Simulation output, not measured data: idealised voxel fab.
Herein follows the process module entitled voxel wiring stack.
295 nm wide, 5 nm square cells: that's cross-section cut.
Throughout this document, each cross-section is represented as a grid of square cells and is presented as a sequence of bands enumerated from the top downward, where a band comprises one or more rows of cells.
In this notation a band is specified by the heights of its top and bottom, in that order and in nm, after which its materials appear from left to right, each paired with its width in nm. The word "edge to edge" attached to a single material means that material fills the band from edge to edge; the word "blank" stands for empty space.
Basically, 0 is our baseline, since under it the wafer straight out of the box is all one material. The bottom band has no lower end and keeps on going down, so it looks like "0 -> down".
Width: "30->40" (first number = top row, second number = bottom row, same change from row to row of cells).
Where a step carries "nothing was modified", the cross-section came out of it unchanged, cell for cell.
The list in "Closed empty spaces" covers empty spaces of 8 cells or more that cannot reach the top through any open way, and it gives each as width x height at distance; the distance is from the left edge, and width, height and distance are in nm.
What comes after the settings on a step's line is commentary from the simulator itself on that step.
What "overlay nm" on a step's line means: if the step has a mask, that mask lay this far to the right of its planned place, or, when the value is negative, to the left.

List of planned process steps:
1) RECEIVE (material Si)
2) CONFORMAL_DEP (material SiO2; thk nm 10)
3) CONFORMAL_DEP (material SiCN; thk nm 5)
4) DIRECTIONAL_DEP (material lowk; thk nm 25)
5) PATTERN (tone open; mask id METAL_1; material resist; width nm 25; pitch nm 45; thk nm 15; overlay nm 0)
6) DIRECTIONAL_ETCH (etch materials lowk; depth nm 25)
7) DIRECTIONAL_ETCH (etch materials SiCN; depth nm 5)
8) STRIP (etch materials resist)
9) CONFORMAL_DEP (material TiN; thk nm 5)
10) FILL_DEP (material Cu; thk nm 5)
11) CMP (height nm 40)
12) CONFORMAL_DEP (material SiCN; thk nm 5)
13) DIRECTIONAL_DEP (material lowk; thk nm 15)
14) DIRECTIONAL_DEP (material aC; thk nm 15)
15) PATTERN (tone open; mask id PLUG_1; material resist; width nm 15; thk nm 35; overlay nm 0)
16) DIRECTIONAL_ETCH (etch materials aC; depth nm 15)
17) STRIP (etch materials resist)
18) DIRECTIONAL_ETCH (etch materials lowk; depth nm 15)
19) DIRECTIONAL_ETCH (etch materials SiCN; depth nm 5)
20) STRIP (etch materials aC)
21) EPI (material Ru; thk nm 10)
22) EPI (material Ru; thk nm 10)
23) CONFORMAL_DEP (material SiCN; thk nm 5)
24) DIRECTIONAL_DEP (material lowk; thk nm 15)
25) PATTERN (tone open; mask id METAL_2; material resist; width nm 25; pitch nm 45; thk nm 20; overlay nm 0)
26) DIRECTIONAL_ETCH (etch materials lowk; depth nm 15)
27) DIRECTIONAL_ETCH (etch materials SiCN; depth nm 5)
28) STRIP (etch materials resist)
29) CONFORMAL_DEP (material TiN; thk nm 5)
30) FILL_DEP (material Ru; thk nm 5)
31) CMP (height nm 80)
32) CONFORMAL_DEP (material SiCN; thk nm 5)
33) DIRECTIONAL_DEP (material SiO2; thk nm 20)
34) PATTERN (tone open; mask id PLUG_2; material resist; width nm 15; thk nm 20; overlay nm 0)
35) DIRECTIONAL_ETCH (etch materials SiO2; depth nm 20)
36) DIRECTIONAL_ETCH (etch materials SiCN; depth nm 5)
37) STRIP (etch materials resist)
38) CONFORMAL_DEP (material TiN; thk nm 5)
39) FILL_DEP (material Cu; thk nm 5)
40) CMP (height nm 105)
41) DIRECTIONAL_DEP (material TiN; thk nm 5)
42) DIRECTIONAL_DEP (material Ru; thk nm 25)
43) DIRECTIONAL_DEP (material aC; thk nm 10)
44) PATTERN (tone cover; mask id METAL_3; material resist; width nm 25; pitch nm 45; thk nm 25; overlay nm 0)
45) DIRECTIONAL_ETCH (etch materials aC; depth nm 10)
46) STRIP (etch materials resist)
47) DIRECTIONAL_ETCH (etch materials Ru; depth nm 25)
48) DIRECTIONAL_ETCH (etch materials TiN; depth nm 5)
49) STRIP (etch materials aC)
50) CONFORMAL_DEP (material SiN; thk nm 5)
51) FILL_DEP (material SiO2; thk nm 5)
52) CMP (height nm 135)
53) CONFORMAL_DEP (material SiN; thk nm 5)

Step 1 complete: cross-section of the wafer as received:
- 0 -> down: Si edge to edge
- Closed empty spaces: none

Run as planned - first of the two wafers cross-sectioned at the end of the module:
- 140 -> 135: SiN edge to edge
- 135 -> 110: SiO2 105 nm, then SiN 5 nm, then Ru 25 nm, then SiN 5 nm, then SiO2 10 nm, then SiN 5 nm, then Ru 25 nm, then SiN 5 nm, then SiO2 110 nm
- 110 -> 105: SiN 110 nm, then TiN 25 nm, then SiN 20 nm, then TiN 25 nm, then SiN 115 nm
- 105 -> 85: SiO2 110 nm, then TiN 5 nm, then Cu 5 nm, then TiN 5 nm, then SiO2 170 nm
- 85 -> 80: SiCN 110 nm, then TiN 15 nm, then SiCN 170 nm
- 80 -> 65: lowk 110 nm, then TiN 5 nm, then Ru 15 nm, then TiN 5 nm, then lowk 20 nm, then TiN 5 nm, then Ru 15 nm, then TiN 5 nm, then lowk 115 nm
- 65 -> 60: SiCN 110 nm, then TiN 25 nm, then SiCN 20 nm, then TiN 25 nm, then SiCN 115 nm
- 60 -> 45: lowk 110 nm, then Ru 15 nm, then lowk 170 nm
- 45 -> 40: SiCN 110 nm, then Ru 15 nm, then SiCN 170 nm
- 40 -> 15: lowk 110 nm, then TiN 5 nm, then Cu 15 nm, then TiN 5 nm, then lowk 20 nm, then TiN 5 nm, then Cu 15 nm, then TiN 5 nm, then lowk 115 nm
- 15 -> 10: SiCN 110 nm, then TiN 25 nm, then SiCN 20 nm, then TiN 25 nm, then SiCN 115 nm
- 10 -> 0: SiO2 edge to edge
- 0 -> down: Si edge to edge
- Closed empty spaces: none

Second wafer through the module, sectioned at the end: same beginning and same plan as the first wafer, with one mistake in carrying it out:
- 140 -> 135: SiN edge to edge
- 135 -> 110: SiO2 100 nm, then SiN 5 nm, then Ru 25 nm, then SiN 5 nm, then SiO2 10 nm, then SiN 5 nm, then Ru 25 nm, then SiN 5 nm, then SiO2 115 nm
- 110 -> 105: SiN 105 nm, then TiN 25 nm, then SiN 20 nm, then TiN 25 nm, then SiN 120 nm
- 105 -> 85: SiO2 110 nm, then TiN 5 nm, then Cu 5 nm, then TiN 5 nm, then SiO2 170 nm
- 85 -> 80: SiCN 110 nm, then TiN 15 nm, then SiCN 170 nm
- 80 -> 65: lowk 110 nm, then TiN 5 nm, then Ru 15 nm, then TiN 5 nm, then lowk 20 nm, then TiN 5 nm, then Ru 15 nm, then TiN 5 nm, then lowk 115 nm
- 65 -> 60: SiCN 110 nm, then TiN 25 nm, then SiCN 20 nm, then TiN 25 nm, then SiCN 115 nm
- 60 -> 45: lowk 110 nm, then Ru 15 nm, then lowk 170 nm
- 45 -> 40: SiCN 110 nm, then Ru 15 nm, then SiCN 170 nm
- 40 -> 15: lowk 110 nm, then TiN 5 nm, then Cu 15 nm, then TiN 5 nm, then lowk 20 nm, then TiN 5 nm, then Cu 15 nm, then TiN 5 nm, then lowk 115 nm
- 15 -> 10: SiCN 110 nm, then TiN 25 nm, then SiCN 20 nm, then TiN 25 nm, then SiCN 115 nm
- 10 -> 0: SiO2 edge to edge
- 0 -> down: Si edge to edge
- Closed empty spaces: none
Heads up, the wafer didn't run the way we planned it: in deviation from the planned setting, step 44 was conducted as PATTERN (tone cover; mask id METAL_3; material resist; width nm 25; pitch nm 45; thk nm 25; overlay nm -5)
Cell counts per material: same on both final wafers. Positions: different.
